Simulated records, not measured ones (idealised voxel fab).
Presented below is a process module, voxel double patterning.
Section cut is 210 nm wide and gridded with 5 nm square cells.
Reading order for cross-sections: top band down to bottom band. Underlying form: a grid of square cells. Band size: one or more rows of cells.
Read a band's entry like this: the first values are the height of its top and the height of its bottom in nm, and what follows is the sequence of materials from left to right, each with its width in nm. Note that "empty" is empty space, and that a single material marked "all across" reaches across the band from edge to edge.
Beneath 0, the wafer as received is one material, and that level is where height counting begins. The lowest band goes on downward without a bottom; it is written like "0..down".
A width given as "30..40" starts at the first number in the band's top row and ends at the second number in its bottom row, shifting by an equal amount at every step from row to row.
"stayed the same" means the step left every cell of the cross-section as it was.
What "Unvented internal voids" gives you is every empty space of 8 cells or more that is cut off from the top. Each appears as width x height at distance, with the distance taken from the left edge and width, height and distance all in nm.
Formally, on a step line, whatever follows the settings is a remark that the simulator itself makes on the step.
The line of a step may include "overlay nm". On a step with a mask, this value is how far to the right of its planned place the mask lay. A negative value means the mask lay to the left.
Planned step list for the process:
1) RECEIVE [material Si]
2) CONFORMAL_DEP [material SiO2] [thk nm 5]
3) DIRECTIONAL_DEP [material polySi] [thk nm 15]
4) DIRECTIONAL_DEP [material SiN] [thk nm 10]
5) PATTERN [tone open] [mask id FIRST] [material resist] [width nm 15] [pitch nm 50] [thk nm 15] [overlay nm 0]
6) DIRECTIONAL_ETCH [etch materials SiN] [depth nm 10]
7) STRIP [etch materials resist]
8) MASKED_ETCH [tone open] [mask id SECOND] [width nm 15] [etch materials SiN] [depth nm 10] [overlay nm 0]
9) DIRECTIONAL_ETCH [etch materials polySi] [depth nm 15]
10) STRIP [etch materials SiN]
Incoming wafer, cross-sectional view, post step 1:
  0..down | Si all across
  Unvented internal voids: none
Cross-sectional view of the first of the two wafers upon completion of the module, processed in accordance with the plan:
  20..5 | 70 polySi  15 empty  10 polySi  15 empty  10 polySi  15 empty  75 polySi
  5..0 | SiO2 all across
  0..down | Si all across
  Unvented internal voids: none
Second wafer through the module, sectioned at the end: same beginning and same plan as the first wafer, with one mistake in carrying it out:
  20..5 | 70 empty  15 polySi  35 empty  15 polySi  75 empty
  5..0 | SiO2 all across
  0..down | Si all across
  Unvented internal voids: none
Processing error: rather than as planned, step 5 actually ran as PATTERN [tone cover] [mask id FIRST] [material resist] [width nm 15] [pitch nm 50] [thk nm 15] [overlay nm 0]
The final cell counts differ between the wafers, with the second having more or fewer of some materials than the first: polySi -81
